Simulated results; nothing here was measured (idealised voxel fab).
This is a process module. Its name is voxel tone inversion.
We display cut, a cross-section 285 nm in width whose square cells are each 5 nm.
When this document writes out a cross-section, it uses a grid of square cells and lists it as bands, beginning at the top and moving down, with a band standing for one or more rows of cells. The entry gives the band's vertical extent as a top height and a bottom height in nm, then its horizontal make-up as materials from left to right, each with a width in nm. "blank" stands for empty space; a single material marked "edge to edge" fills the band edge to edge. Where do heights start? At 0: under that level the wafer as delivered is made of one material only. And the lowest band has no floor; it just carries on downward, as in "0..down". A width such as "30 to 40" changes by the same amount from each row of cells to the next, from the band's top row to its bottom row. Take "changes: none" at face value: in the step it is given for, the cross-section changed in none of its cells. If an empty space has no open way to the top and is at least 8 cells in size, "Closed void table" lists it, written width x height at distance, where distance is measured from the left edge and every value is in nm. It should be noted that, on the line of a given step, the content following the step's settings is a remark produced by the simulator itself with respect to that step. What "overlay nm" on a step's line means: if the step has a mask, that mask lay this far to the right of its planned place, or, when the value is negative, to the left.

PROCESS STEPS FORESEEN IN THE PLAN
step 1: RECEIVE: material Si
step 2: CONFORMAL_DEP: material SiCN, thk nm 5
step 3: DIRECTIONAL_DEP: material aC, thk nm 20
step 4: PATTERN: tone cover, mask id POSTS, material resist, width nm 25, pitch nm 50, thk nm 30, overlay nm 0
step 5: DIRECTIONAL_ETCH: etch materials aC, depth nm 20
step 6: STRIP: etch materials resist
step 7: FILL_DEP: material lowk, thk nm 10
step 8: CMP: height nm 25
step 9: STRIP: etch materials aC
step 10: CONFORMAL_DEP: material TiN, thk nm 5
step 11: FILL_DEP: material Ru, thk nm 10
step 12: CMP: height nm 25
step 13: CONFORMAL_DEP: material SiCN, thk nm 5

RECEIVED-STATE CROSS-SECTION, REFLECTING COMPLETION OF STEP 1
  0..down: Si edge to edge
  Closed void table: none

BELOW IS THE WAFER IN CROSS-SECTION AFTER THE MODULE WAS COMPLETED. IT BEGAN FROM THE STARTING POINT SHOWN ABOVE AND FOLLOWED THE PLAN SHOWN ABOVE, EXCEPT THAT ONE MISTAKE WAS MADE WHILE RUNNING IT
  40..35: SiCN edge to edge
  35..30: Ru edge to edge
  30..25: TiN=85 / Ru=15 / TiN=35 / Ru=15 / TiN=35 / Ru=15 / TiN=85
  25..10: lowk=80 / TiN=5 / Ru=15 / TiN=5 / lowk=25 / TiN=5 / Ru=15 / TiN=5 / lowk=25 / TiN=5 / Ru=15 / TiN=5 / lowk=80
  10..5: lowk=80 / TiN=25 / lowk=25 / TiN=25 / lowk=25 / TiN=25 / lowk=80
  5..0: SiCN edge to edge
  0..down: Si edge to edge
  Closed void table: none
Heads up, the wafer didn't run the way we planned it: so step 12 ended up running with a different setting than we planned, it ran as CMP: height nm 35
